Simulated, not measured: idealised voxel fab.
Documented hereafter: the process module known as voxel released beams.
For reference, the cross-section in this document is cut, with width 255 nm and square cells of 5 nm.
Cross-section spec: square-cell grid; bands listed top down; each band is one or more rows.
Band entry format. Leading values: height of top, height of bottom, nm. Remainder: materials in left-to-right order, each with its width in nm. Special words: "throughout" on a single material, which then fills the band edge to edge; "air", empty space.
Convention: height 0 is the level below which the wafer, as received, is all one material. The lowest band does not terminate at the bottom but continues downward, represented as "from 0 down".
Note: "30..40" means the width goes from the first number (top row of the band) to the second number (bottom row) in equal steps per row of cells.
For the purposes of this document, the phrase "left unchanged" attached to a step denotes that no cell within the cross-section was modified by that step.
Reported under the label "Non-vented voids" are the empty spaces having no open way to the top and comprising 8 cells or more; the notation for each is width x height at distance, in which the distance is measured from the left edge and all three values are in nm.
Whatever follows a step's settings on its line is a remark the simulator itself makes about that step.
The setting "overlay nm" may be written on the line of a step. When the step uses a mask, the value reports how far to the right of the planned place the mask lay, and a negative value reports that it lay to the left.
This section lists the process steps that were planned:
1 RECEIVE, material Si
2 CONFORMAL_DEP, material Al2O3, thk nm 10
3 DIRECTIONAL_DEP, material SiO2, thk nm 15
4 PATTERN, tone open, mask id ANCHOR, material resist, width nm 35, thk nm 15, overlay nm 0
5 DIRECTIONAL_ETCH, etch materials SiO2, depth nm 15
6 STRIP, etch materials resist
7 CONFORMAL_DEP, material polySi, thk nm 10
8 PATTERN, tone cover, mask id BEAM, material resist, width nm 120, thk nm 15, overlay nm 0
9 DIRECTIONAL_ETCH, etch materials polySi, depth nm 10
10 STRIP, etch materials resist
11 STRIP, etch materials SiO2
Shown in cross-section is the wafer as received, that is, as it stands after step 1:
    from 0 down  Si throughout
    Non-vented voids: none
First of two wafers: cross-section at end of module, run per plan:
    from 35 to 25  65 of air / 15 of polySi / 15 of air / 90 of polySi / 70 of air
    from 25 to 20  70 of air / 10 of polySi / 15 of air / 10 of polySi / 150 of air
    from 20 to 10  70 of air / 35 of polySi / 150 of air
    from 10 to 0  Al2O3 throughout
    from 0 down  Si throughout
    Non-vented voids: none
Cross-sectional view: second of two wafers, end of module; start and plan identical to the first, one mistake in running:
    from 35 to 25  65 of air / 20 of polySi / 10 of air / 90 of polySi / 70 of air
    from 25 to 20  75 of air / 10 of polySi / 10 of air / 10 of polySi / 150 of air
    from 20 to 10  75 of air / 30 of polySi / 150 of air
    from 10 to 0  Al2O3 throughout
    from 0 down  Si throughout
    Non-vented voids: none
Finding, execution versus plan: not per plan at step 4, really ran PATTERN, tone open, mask id ANCHOR, material resist, width nm 30, thk nm 15, overlay nm 0
Final state: per-material cell counts identical on both wafers; locations differ.
